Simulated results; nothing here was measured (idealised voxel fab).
The process module presented herein is designated voxel spacer lines.
It is cross-section cut that appears here, measuring 280 nm in width, its square cells being 5 nm in size.
Cross-section format: a grid of square cells, given as bands from top to bottom; each band is one or more rows of cells. The band entry comprises the height of the band's top followed by the height of its bottom, expressed in nm, and subsequently the band's materials from left to right, each stated together with its width in nm. Where a single material is marked with the word "throughout", that material fills the band from edge to edge. The word "air" represents empty space. Heights are reckoned from 0. Under this level, the received wafer is all of one material. The bottommost band is open-ended downward, for example "0 down". With a width like "30 to 40", each row of cells in the band differs from the next by the same amount, the top row carrying the first number and the bottom row the second. "no modifications" -> step changed no cross-section cell. If an empty space has no open way to the top and is at least 8 cells in size, "Closed void register" lists it, written width x height at distance, where distance is measured from the left edge and every value is in nm. after a step's settings: what the simulator itself notes on the step. For masked steps, "overlay nm" on the step line gives how far right of plan the mask actually lay; a minus sign means it lay to the left.

# The following list gives the planned process steps
| 1 | RECEIVE (material Si) |
| 2 | CONFORMAL_DEP (material Al2O3; thk nm 5) |
| 3 | DIRECTIONAL_DEP (material polySi; thk nm 10) |
| 4 | DIRECTIONAL_DEP (material aC; thk nm 20) |
| 5 | PATTERN (tone cover; mask id MANDREL; material resist; width nm 15; pitch nm 60; thk nm 30; overlay nm 0) |
| 6 | DIRECTIONAL_ETCH (etch materials aC; depth nm 20) |
| 7 | STRIP (etch materials resist) |
| 8 | CONFORMAL_DEP (material SiO2; thk nm 15) |
| 9 | DIRECTIONAL_ETCH (etch materials SiO2; depth nm 15) |
| 10 | STRIP (etch materials aC) |
| 11 | DIRECTIONAL_ETCH (etch materials polySi; depth nm 10) |
| 12 | STRIP (etch materials SiO2) |

# Cross-section of the wafer as it came to us, i.e., already through step 1
> 0 down  Si throughout
> Closed void register: none

# End state of the module in cross-section, given the above starting point and plan and one mistake in execution
> 40 to 35  air 55, then polySi 45, then air 15, then polySi 45, then air 15, then polySi 45, then air 60
> 35 to 20  air 55, then polySi 15, then aC 15, then polySi 15, then air 15, then polySi 15, then aC 15, then polySi 15, then air 15, then polySi 15, then aC 15, then polySi 15, then air 60
> 20 to 15  polySi 70, then aC 15, then polySi 45, then aC 15, then polySi 45, then aC 15, then polySi 75
> 15 to 5  polySi throughout
> 5 to 0  Al2O3 throughout
> 0 down  Si throughout
> Closed void register: none
So what did we get wrong on this run? step 8 changed vs plan, executed as CONFORMAL_DEP (material polySi; thk nm 15)
